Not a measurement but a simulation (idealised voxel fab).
The process module that follows is named voxel capacitor over wiring.
Cross-section cut spans 250 nm and uses square cells 5 nm in size.
Cross-sections here: square-cell grids, written as top-down lists of bands, a band being one or more rows of cells. Top height, bottom height, nm. Materials left to right, width each, nm. Single material + "all across" = fills band edge to edge. "blank" = empty. The level at which height equals 0 is the one under which the wafer, as it arrives, is entirely one material. No lower edge exists for the bottom band, which continues downward and is notated as in "0 -> down". Per-row width for "30 to 40": begins at first number (top row of band), ends at second number (bottom row), increment between rows held constant. Given "nothing was modified" for a step, no cell of the cross-section differs between before and after that step. Empty spaces counting at least 8 cells and having no open way to the top are listed in "Closed internal cavities". The notation width x height at distance is used for each, the distance being from the left edge and all three values in nm. Step line, after settings: the simulator's comment on this step. Among the settings permitted on a step's line is "overlay nm"; applied to a step with a mask, it specifies the extent to which the mask lay to the right of its planned position, whereas a negative figure signifies a position to the left.
BELOW IS THE LIST OF PLANNED PROCESS STEPS
1. op RECEIVE | material Si
2. op CONFORMAL_DEP | material SiO2 | thk nm 15
3. op DIRECTIONAL_DEP | material TiN | thk nm 5
4. op DIRECTIONAL_DEP | material W | thk nm 15
5. op MASKED_ETCH | tone cover | mask id METAL_1 | width nm 25 | pitch nm 75 | etch materials W | depth nm 15 | overlay nm 0
6. op MASKED_ETCH | tone cover | mask id METAL_1 | width nm 25 | pitch nm 75 | etch materials TiN | depth nm 5 | overlay nm 0
7. op FILL_DEP | material lowk | thk nm 10
8. op CMP | height nm 35
9. op CONFORMAL_DEP | material SiCN | thk nm 5
10. op DIRECTIONAL_DEP | material SiO2 | thk nm 15
11. op DIRECTIONAL_DEP | material aC | thk nm 15
12. op PATTERN | tone open | mask id PLUG_1 | material resist | width nm 15 | thk nm 30 | overlay nm 0
13. op DIRECTIONAL_ETCH | etch materials aC | depth nm 15
14. op STRIP | etch materials resist
15. op DIRECTIONAL_ETCH | etch materials SiO2 | depth nm 15
16. op DIRECTIONAL_ETCH | etch materials SiCN | depth nm 5
17. op STRIP | etch materials aC
18. op CONFORMAL_DEP | material TiN | thk nm 5
19. op FILL_DEP | material Cu | thk nm 10
20. op CMP | height nm 55
21. op DIRECTIONAL_DEP | material TiN | thk nm 5
22. op DIRECTIONAL_DEP | material Al2O3 | thk nm 5
23. op DIRECTIONAL_DEP | material TiN | thk nm 10
24. op DIRECTIONAL_DEP | material aC | thk nm 10
25. op PATTERN | tone cover | mask id UPPER_PLATE | material resist | width nm 55 | thk nm 30 | overlay nm 0
26. op DIRECTIONAL_ETCH | etch materials aC | depth nm 10
27. op STRIP | etch materials resist
28. op DIRECTIONAL_ETCH | etch materials TiN | depth nm 10
29. op DIRECTIONAL_ETCH | etch materials Al2O3 | depth nm 5
30. op STRIP | etch materials aC
31. op DIRECTIONAL_DEP | material aC | thk nm 15
32. op PATTERN | tone cover | mask id LOWER_PLATE | material resist | width nm 65 | thk nm 30 | overlay nm 0
33. op DIRECTIONAL_ETCH | etch materials aC | depth nm 15
34. op STRIP | etch materials resist
35. op DIRECTIONAL_ETCH | etch materials TiN | depth nm 5
36. op STRIP | etch materials aC
37. op FILL_DEP | material SiO2 | thk nm 20
38. op CMP | height nm 90
39. op DIRECTIONAL_DEP | material aC | thk nm 10
40. op PATTERN | tone open | mask id PLUG_2 | material resist | width nm 15 | thk nm 30 | overlay nm 0
41. op DIRECTIONAL_ETCH | etch materials aC | depth nm 10
42. op STRIP | etch materials resist
43. op DIRECTIONAL_ETCH | etch materials SiO2 | depth nm 15
44. op STRIP | etch materials aC
45. op CONFORMAL_DEP | material TiN | thk nm 5
46. op FILL_DEP | material W | thk nm 5
47. op CMP | height nm 90
48. op CONFORMAL_DEP | material SiCN | thk nm 5
OF TWO WAFERS, THE FIRST: RUN ACCORDING TO PLAN
WAFER CROSS-SECTION ON RECEIPT, I.E. AFTER STEP 1
  0 -> down  Si all across
  Closed internal cavities: none
AFTER STEP 2
  15 -> 0  SiO2 all across
  Nothing below the height 0 has changed.
AFTER STEP 3
  20 -> 15  TiN all across
  Nothing below the height 15 has changed.
AFTER STEP 4
  35 -> 20  W all across
  Nothing below the height 20 has changed.
AFTER STEP 5
  35 -> 20  blank=75  W=25  blank=50  W=25  blank=75
  Nothing below the height 20 has changed.
AFTER STEP 6
  35 -> 20  blank=75  W=25  blank=50  W=25  blank=75
  20 -> 15  blank=75  TiN=25  blank=50  TiN=25  blank=75
  Nothing below the height 15 has changed.
AFTER STEP 7
  45 -> 35  lowk all across
  35 -> 20  lowk=75  W=25  lowk=50  W=25  lowk=75
  20 -> 15  lowk=75  TiN=25  lowk=50  TiN=25  lowk=75
  Nothing below the height 15 has changed.
AFTER STEP 8
  35 -> 20  lowk=75  W=25  lowk=50  W=25  lowk=75
  Nothing below the height 20 has changed.
AFTER STEP 9
  40 -> 35  SiCN all across
  Nothing below the height 35 has changed.
AFTER STEP 10
  55 -> 40  SiO2 all across
  Nothing below the height 40 has changed.
AFTER STEP 11
  70 -> 55  aC all across
  Nothing below the height 55 has changed.
AFTER STEP 12
  100 -> 70  resist=85  blank=15  resist=150
  Nothing below the height 70 has changed.
AFTER STEP 13
  85 -> 70  resist=85  blank=15  resist=150
  70 -> 55  aC=85  blank=15  aC=150
  Nothing below the height 55 has changed.
AFTER STEP 14
  70 -> 55  aC=85  blank=15  aC=150
  Nothing below the height 55 has changed.
AFTER STEP 15
  70 -> 55  aC=85  blank=15  aC=150
  55 -> 40  SiO2=85  blank=15  SiO2=150
  Nothing below the height 40 has changed.
AFTER STEP 16
  70 -> 55  aC=85  blank=15  aC=150
  55 -> 40  SiO2=85  blank=15  SiO2=150
  40 -> 35  SiCN=85  blank=15  SiCN=150
  Nothing below the height 35 has changed.
AFTER STEP 17
  55 -> 40  SiO2=85  blank=15  SiO2=150
  Nothing below the height 40 has changed.
AFTER STEP 18
  60 -> 55  TiN=90  blank=5  TiN=155
  55 -> 40  SiO2=85  TiN=5  blank=5  TiN=5  SiO2=150
  40 -> 35  SiCN=85  TiN=15  SiCN=150
  Nothing below the height 35 has changed.
AFTER STEP 19
  70 -> 60  Cu all across
  60 -> 55  TiN=90  Cu=5  TiN=155
  55 -> 40  SiO2=85  TiN=5  Cu=5  TiN=5  SiO2=150
  Nothing below the height 40 has changed.
AFTER STEP 20
  55 -> 40  SiO2=85  TiN=5  Cu=5  TiN=5  SiO2=150
  Nothing below the height 40 has changed.
AFTER STEP 21
  60 -> 55  TiN all across
  Nothing below the height 55 has changed.
AFTER STEP 22
  65 -> 60  Al2O3 all across
  Nothing below the height 60 has changed.
AFTER STEP 23
  75 -> 65  TiN all across
  Nothing below the height 65 has changed.
AFTER STEP 24
  85 -> 75  aC all across
  Nothing below the height 75 has changed.
AFTER STEP 25
  115 -> 85  blank=85  resist=55  blank=110
  Nothing below the height 85 has changed.
AFTER STEP 26
  105 -> 85  blank=85  resist=55  blank=110
  85 -> 75  blank=85  aC=55  blank=110
  Nothing below the height 75 has changed.
AFTER STEP 27
  85 -> 75  blank=85  aC=55  blank=110
  Nothing below the height 75 has changed.
AFTER STEP 28
  85 -> 75  blank=85  aC=55  blank=110
  75 -> 65  blank=85  TiN=55  blank=110
  Nothing below the height 65 has changed.
AFTER STEP 29
  85 -> 75  blank=85  aC=55  blank=110
  75 -> 65  blank=85  TiN=55  blank=110
  65 -> 60  blank=85  Al2O3=55  blank=110
  Nothing below the height 60 has changed.
AFTER STEP 30
  75 -> 65  blank=85  TiN=55  blank=110
  Nothing below the height 65 has changed.
AFTER STEP 31
  90 -> 75  blank=85  aC=55  blank=110
  75 -> 65  aC=85  TiN=55  aC=110
  65 -> 60  aC=85  Al2O3=55  aC=110
  Nothing below the height 60 has changed.
AFTER STEP 32
  120 -> 90  blank=80  resist=65  blank=105
  90 -> 75  blank=80  resist=5  aC=55  resist=5  blank=105
  Nothing below the height 75 has changed.
AFTER STEP 33
  105 -> 90  blank=80  resist=65  blank=105
  90 -> 75  blank=80  resist=5  aC=55  resist=5  blank=105
  75 -> 65  blank=80  aC=5  TiN=55  aC=5  blank=105
  65 -> 60  blank=80  aC=5  Al2O3=55  aC=5  blank=105
  Nothing below the height 60 has changed.
AFTER STEP 34
  90 -> 75  blank=85  aC=55  blank=110
  Nothing below the height 75 has changed.
AFTER STEP 35
  90 -> 75  blank=85  aC=55  blank=110
  75 -> 65  blank=80  aC=5  TiN=55  aC=5  blank=105
  65 -> 60  blank=80  aC=5  Al2O3=55  aC=5  blank=105
  60 -> 55  blank=80  TiN=65  blank=105
  Nothing below the height 55 has changed.
AFTER STEP 36
  75 -> 65  blank=85  TiN=55  blank=110
  65 -> 60  blank=85  Al2O3=55  blank=110
  Nothing below the height 60 has changed.
AFTER STEP 37
  95 -> 75  SiO2 all across
  75 -> 65  SiO2=85  TiN=55  SiO2=110
  65 -> 60  SiO2=85  Al2O3=55  SiO2=110
  60 -> 55  SiO2=80  TiN=65  SiO2=105
  Nothing below the height 55 has changed.
AFTER STEP 38
  90 -> 75  SiO2 all across
  Nothing below the height 75 has changed.
AFTER STEP 39
  100 -> 90  aC all across
  Nothing below the height 90 has changed.
AFTER STEP 40
  130 -> 100  resist=95  blank=15  resist=140
  Nothing below the height 100 has changed.
AFTER STEP 41
  120 -> 100  resist=95  blank=15  resist=140
  100 -> 90  aC=95  blank=15  aC=140
  Nothing below the height 90 has changed.
AFTER STEP 42
  100 -> 90  aC=95  blank=15  aC=140
  Nothing below the height 90 has changed.
AFTER STEP 43
  100 -> 90  aC=95  blank=15  aC=140
  90 -> 75  SiO2=95  blank=15  SiO2=140
  Nothing below the height 75 has changed.
AFTER STEP 44
  90 -> 75  SiO2=95  blank=15  SiO2=140
  Nothing below the height 75 has changed.
AFTER STEP 45
  95 -> 90  TiN=100  blank=5  TiN=145
  90 -> 80  SiO2=95  TiN=5  blank=5  TiN=5  SiO2=140
  80 -> 75  SiO2=95  TiN=15  SiO2=140
  Nothing below the height 75 has changed.
AFTER STEP 46
  100 -> 95  W all across
  95 -> 90  TiN=100  W=5  TiN=145
  90 -> 80  SiO2=95  TiN=5  W=5  TiN=5  SiO2=140
  Nothing below the height 80 has changed.
AFTER STEP 47
  90 -> 80  SiO2=95  TiN=5  W=5  TiN=5  SiO2=140
  Nothing below the height 80 has changed.
AFTER STEP 48
  95 -> 90  SiCN all across
  Nothing below the height 90 has changed.
SECOND WAFER: SAME START AND SAME PLAN AS THE FIRST, ONE EXECUTION ERROR; IDENTICAL TO THE FIRST THROUGH STEP 19
Here is the second wafer in cross-section at the point where step 20 of the plan should have been done: nothing was modified
HERE IS THE SECOND WAFER IN CROSS-SECTION AT THE POINT WHERE STEP 21 OF THE PLAN SHOULD HAVE BEEN DONE
  75 -> 70  TiN all across
  Nothing below the height 70 has changed.
HERE IS THE SECOND WAFER IN CROSS-SECTION AT THE POINT WHERE STEP 22 OF THE PLAN SHOULD HAVE BEEN DONE
  80 -> 75  Al2O3 all across
  Nothing below the height 75 has changed.
HERE IS THE SECOND WAFER IN CROSS-SECTION AT THE POINT WHERE STEP 23 OF THE PLAN SHOULD HAVE BEEN DONE
  90 -> 80  TiN all across
  Nothing below the height 80 has changed.
HERE IS THE SECOND WAFER IN CROSS-SECTION AT THE POINT WHERE STEP 24 OF THE PLAN SHOULD HAVE BEEN DONE
  100 -> 90  aC all across
  Nothing below the height 90 has changed.
HERE IS THE SECOND WAFER IN CROSS-SECTION AT THE POINT WHERE STEP 25 OF THE PLAN SHOULD HAVE BEEN DONE
  130 -> 100  blank=85  resist=55  blank=110
  Nothing below the height 100 has changed.
HERE IS THE SECOND WAFER IN CROSS-SECTION AT THE POINT WHERE STEP 26 OF THE PLAN SHOULD HAVE BEEN DONE
  120 -> 100  blank=85  resist=55  blank=110
  100 -> 90  blank=85  aC=55  blank=110
  Nothing below the height 90 has changed.
HERE IS THE SECOND WAFER IN CROSS-SECTION AT THE POINT WHERE STEP 27 OF THE PLAN SHOULD HAVE BEEN DONE
  100 -> 90  blank=85  aC=55  blank=110
  Nothing below the height 90 has changed.
HERE IS THE SECOND WAFER IN CROSS-SECTION AT THE POINT WHERE STEP 28 OF THE PLAN SHOULD HAVE BEEN DONE
  100 -> 90  blank=85  aC=55  blank=110
  90 -> 80  blank=85  TiN=55  blank=110
  Nothing below the height 80 has changed.
HERE IS THE SECOND WAFER IN CROSS-SECTION AT THE POINT WHERE STEP 29 OF THE PLAN SHOULD HAVE BEEN DONE
  100 -> 90  blank=85  aC=55  blank=110
  90 -> 80  blank=85  TiN=55  blank=110
  80 -> 75  blank=85  Al2O3=55  blank=110
  Nothing below the height 75 has changed.
HERE IS THE SECOND WAFER IN CROSS-SECTION AT THE POINT WHERE STEP 30 OF THE PLAN SHOULD HAVE BEEN DONE
  90 -> 80  blank=85  TiN=55  blank=110
  Nothing below the height 80 has changed.
HERE IS THE SECOND WAFER IN CROSS-SECTION AT THE POINT WHERE STEP 31 OF THE PLAN SHOULD HAVE BEEN DONE
  105 -> 90  blank=85  aC=55  blank=110
  90 -> 80  aC=85  TiN=55  aC=110
  80 -> 75  aC=85  Al2O3=55  aC=110
  Nothing below the height 75 has changed.
HERE IS THE SECOND WAFER IN CROSS-SECTION AT THE POINT WHERE STEP 32 OF THE PLAN SHOULD HAVE BEEN DONE
  135 -> 105  blank=80  resist=65  blank=105
  105 -> 90  blank=80  resist=5  aC=55  resist=5  blank=105
  Nothing below the height 90 has changed.
HERE IS THE SECOND WAFER IN CROSS-SECTION AT THE POINT WHERE STEP 33 OF THE PLAN SHOULD HAVE BEEN DONE
  120 -> 105  blank=80  resist=65  blank=105
  105 -> 90  blank=80  resist=5  aC=55  resist=5  blank=105
  90 -> 80  blank=80  aC=5  TiN=55  aC=5  blank=105
  80 -> 75  blank=80  aC=5  Al2O3=55  aC=5  blank=105
  Nothing below the height 75 has changed.
HERE IS THE SECOND WAFER IN CROSS-SECTION AT THE POINT WHERE STEP 34 OF THE PLAN SHOULD HAVE BEEN DONE
  105 -> 90  blank=85  aC=55  blank=110
  Nothing below the height 90 has changed.
HERE IS THE SECOND WAFER IN CROSS-SECTION AT THE POINT WHERE STEP 35 OF THE PLAN SHOULD HAVE BEEN DONE
  105 -> 90  blank=85  aC=55  blank=110
  90 -> 80  blank=80  aC=5  TiN=55  aC=5  blank=105
  80 -> 75  blank=80  aC=5  Al2O3=55  aC=5  blank=105
  75 -> 70  blank=80  TiN=65  blank=105
  Nothing below the height 70 has changed.
HERE IS THE SECOND WAFER IN CROSS-SECTION AT THE POINT WHERE STEP 36 OF THE PLAN SHOULD HAVE BEEN DONE
  90 -> 80  blank=85  TiN=55  blank=110
  80 -> 75  blank=85  Al2O3=55  blank=110
  Nothing below the height 75 has changed.
HERE IS THE SECOND WAFER IN CROSS-SECTION AT THE POINT WHERE STEP 37 OF THE PLAN SHOULD HAVE BEEN DONE
  110 -> 90  SiO2 all across
  90 -> 80  SiO2=85  TiN=55  SiO2=110
  80 -> 75  SiO2=85  Al2O3=55  SiO2=110
  75 -> 70  SiO2=80  TiN=65  SiO2=105
  Nothing below the height 70 has changed.
HERE IS THE SECOND WAFER IN CROSS-SECTION AT THE POINT WHERE STEP 38 OF THE PLAN SHOULD HAVE BEEN DONE
  90 -> 80  SiO2=85  TiN=55  SiO2=110
  Nothing below the height 80 has changed.
HERE IS THE SECOND WAFER IN CROSS-SECTION AT THE POINT WHERE STEP 39 OF THE PLAN SHOULD HAVE BEEN DONE
  100 -> 90  aC all across
  Nothing below the height 90 has changed.
HERE IS THE SECOND WAFER IN CROSS-SECTION AT THE POINT WHERE STEP 40 OF THE PLAN SHOULD HAVE BEEN DONE
  130 -> 100  resist=95  blank=15  resist=140
  Nothing below the height 100 has changed.
HERE IS THE SECOND WAFER IN CROSS-SECTION AT THE POINT WHERE STEP 41 OF THE PLAN SHOULD HAVE BEEN DONE
  120 -> 100  resist=95  blank=15  resist=140
  100 -> 90  aC=95  blank=15  aC=140
  Nothing below the height 90 has changed.
HERE IS THE SECOND WAFER IN CROSS-SECTION AT THE POINT WHERE STEP 42 OF THE PLAN SHOULD HAVE BEEN DONE
  100 -> 90  aC=95  blank=15  aC=140
  Nothing below the height 90 has changed.
Here is the second wafer in cross-section at the point where step 43 of the plan should have been done: nothing was modified
HERE IS THE SECOND WAFER IN CROSS-SECTION AT THE POINT WHERE STEP 44 OF THE PLAN SHOULD HAVE BEEN DONE
  90 -> 80  SiO2=85  TiN=55  SiO2=110
  Nothing below the height 80 has changed.
HERE IS THE SECOND WAFER IN CROSS-SECTION AT THE POINT WHERE STEP 45 OF THE PLAN SHOULD HAVE BEEN DONE
  95 -> 90  TiN all across
  Nothing below the height 90 has changed.
HERE IS THE SECOND WAFER IN CROSS-SECTION AT THE POINT WHERE STEP 46 OF THE PLAN SHOULD HAVE BEEN DONE
  100 -> 95  W all across
  Nothing below the height 95 has changed.
HERE IS THE SECOND WAFER IN CROSS-SECTION AT THE POINT WHERE STEP 47 OF THE PLAN SHOULD HAVE BEEN DONE
  90 -> 80  SiO2=85  TiN=55  SiO2=110
  Nothing below the height 80 has changed.
HERE IS THE SECOND WAFER IN CROSS-SECTION AT THE POINT WHERE STEP 48 OF THE PLAN SHOULD HAVE BEEN DONE
  95 -> 90  SiCN all across
  Nothing below the height 90 has changed.
Processing error: not run: step 20 of the plan (skipped)
at the end the second wafer has, in cells: +101 Cu, -141 SiO2, +42 TiN, -2 W
